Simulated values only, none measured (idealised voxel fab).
A process module follows: voxel spacer lines.
The cross-section shown here is cut; it is 220 nm wide and divided into square cells measuring 5 nm on a side.
A cross-section is a grid of square cells, given in bands from the top down. A band is one or more rows of cells. Band: top and bottom heights (nm) first, top before bottom; then materials from left to right, widths in nm. "throughout" marks a sole material filling the band edge to edge. "air" denotes empty space. For the purposes of this specification, 0 denotes the height below which the wafer in its as-received condition is composed wholly of one material, and the lowermost band, lacking a lower limit, extends downward without end, as expressed in "0 nm and below". So if you see something like "30..40" for the width, read it as the top row of the band sitting at the first number and the bottom row at the second, with every row in between moving by the same amount as the last. "no modification", as given for a step, is the statement that not any cell of the cross-section underwent a change during that step. In the "Internal closed voids" entry, you get each enclosed empty space of 8 cells or more, one with no open way to the top, written width x height at distance, distance from the left edge, in nm. On a step's line, text after the settings is the simulator commenting on that step. The "overlay nm" setting may appear on a step's line; for a step that uses a mask, it gives how far to the right of its planned position the mask lay, and a negative value indicates the left.

The steps planned for the process are as follows
- 1: op RECEIVE | material Si
- 2: op CONFORMAL_DEP | material Al2O3 | thk nm 5
- 3: op DIRECTIONAL_DEP | material TiN | thk nm 20
- 4: op DIRECTIONAL_DEP | material polySi | thk nm 20
- 5: op PATTERN | tone cover | mask id MANDREL | material resist | width nm 15 | pitch nm 60 | thk nm 25 | overlay nm 0
- 6: op DIRECTIONAL_ETCH | etch materials polySi | depth nm 20
- 7: op STRIP | etch materials resist
- 8: op CONFORMAL_DEP | material SiN | thk nm 15
- 9: op DIRECTIONAL_ETCH | etch materials SiN | depth nm 15
- 10: op STRIP | etch materials polySi
- 11: op DIRECTIONAL_ETCH | etch materials TiN | depth nm 20
- 12: op STRIP | etch materials SiN

Account of the first of two wafers, which was processed as intended

Cross-sectional view of the wafer in its as-received condition, corresponding to the state after step 1
	0 nm and below  Si throughout
	Internal closed voids: none

Step 2 done - wafer cross-section
	5 nm to 0 nm  Al2O3 throughout
	Unchanged below 0.

Step 3 done - wafer cross-section
	25 nm to 5 nm  TiN throughout
	Unchanged below 5.

Step 4 done - wafer cross-section
	45 nm to 25 nm  polySi throughout
	Unchanged below 25.

Step 5 done - wafer cross-section
	70 nm to 45 nm  air: 70, resist: 15, air: 45, resist: 15, air: 75
	Unchanged below 45.

Step 6 done - wafer cross-section
	70 nm to 45 nm  air: 70, resist: 15, air: 45, resist: 15, air: 75
	45 nm to 25 nm  air: 70, polySi: 15, air: 45, polySi: 15, air: 75
	Unchanged below 25.

Step 7 done - wafer cross-section
	45 nm to 25 nm  air: 70, polySi: 15, air: 45, polySi: 15, air: 75
	Unchanged below 25.

Step 8 done - wafer cross-section
	60 nm to 45 nm  air: 55, SiN: 45, air: 15, SiN: 45, air: 60
	45 nm to 40 nm  air: 55, SiN: 15, polySi: 15, SiN: 15, air: 15, SiN: 15, polySi: 15, SiN: 15, air: 60
	40 nm to 25 nm  SiN: 70, polySi: 15, SiN: 45, polySi: 15, SiN: 75
	Unchanged below 25.

Step 9 done - wafer cross-section
	45 nm to 25 nm  air: 55, SiN: 15, polySi: 15, SiN: 15, air: 15, SiN: 15, polySi: 15, SiN: 15, air: 60
	Unchanged below 25.

Step 10 done - wafer cross-section
	45 nm to 25 nm  air: 55, SiN: 15, air: 15, SiN: 15, air: 15, SiN: 15, air: 15, SiN: 15, air: 60
	Unchanged below 25.

Step 11 done - wafer cross-section
	45 nm to 25 nm  air: 55, SiN: 15, air: 15, SiN: 15, air: 15, SiN: 15, air: 15, SiN: 15, air: 60
	25 nm to 5 nm  air: 55, TiN: 15, air: 15, TiN: 15, air: 15, TiN: 15, air: 15, TiN: 15, air: 60
	Unchanged below 5.

Step 12 done - wafer cross-section
	25 nm to 5 nm  air: 55, TiN: 15, air: 15, TiN: 15, air: 15, TiN: 15, air: 15, TiN: 15, air: 60
	Unchanged below 5.

Second Wafer (Identical Start and Plan, One Processing Error; Matches First Wafer Through Step 7)

Second wafer, cut view, end of step 8 per plan
	60 nm to 45 nm  air: 55, Al2O3: 45, air: 15, Al2O3: 45, air: 60
	45 nm to 40 nm  air: 55, Al2O3: 15, polySi: 15, Al2O3: 15, air: 15, Al2O3: 15, polySi: 15, Al2O3: 15, air: 60
	40 nm to 25 nm  Al2O3: 70, polySi: 15, Al2O3: 45, polySi: 15, Al2O3: 75
	Unchanged below 25.

Second wafer, cut view, end of step 9 per plan: no modification

Second wafer, cut view, end of step 10 per plan: no modification

Second wafer, cut view, end of step 11 per plan: no modification

Second wafer, cut view, end of step 12 per plan: no modification
what went wrong: the process deviated at step 8: the operation and settings actually run there were op CONFORMAL_DEP | material Al2O3 | thk nm 15
Per the end-of-run cell counts, the second wafer holds more or fewer of some materials than the first: Al2O3: 180 more, TiN: 128 more, polySi: 24 more
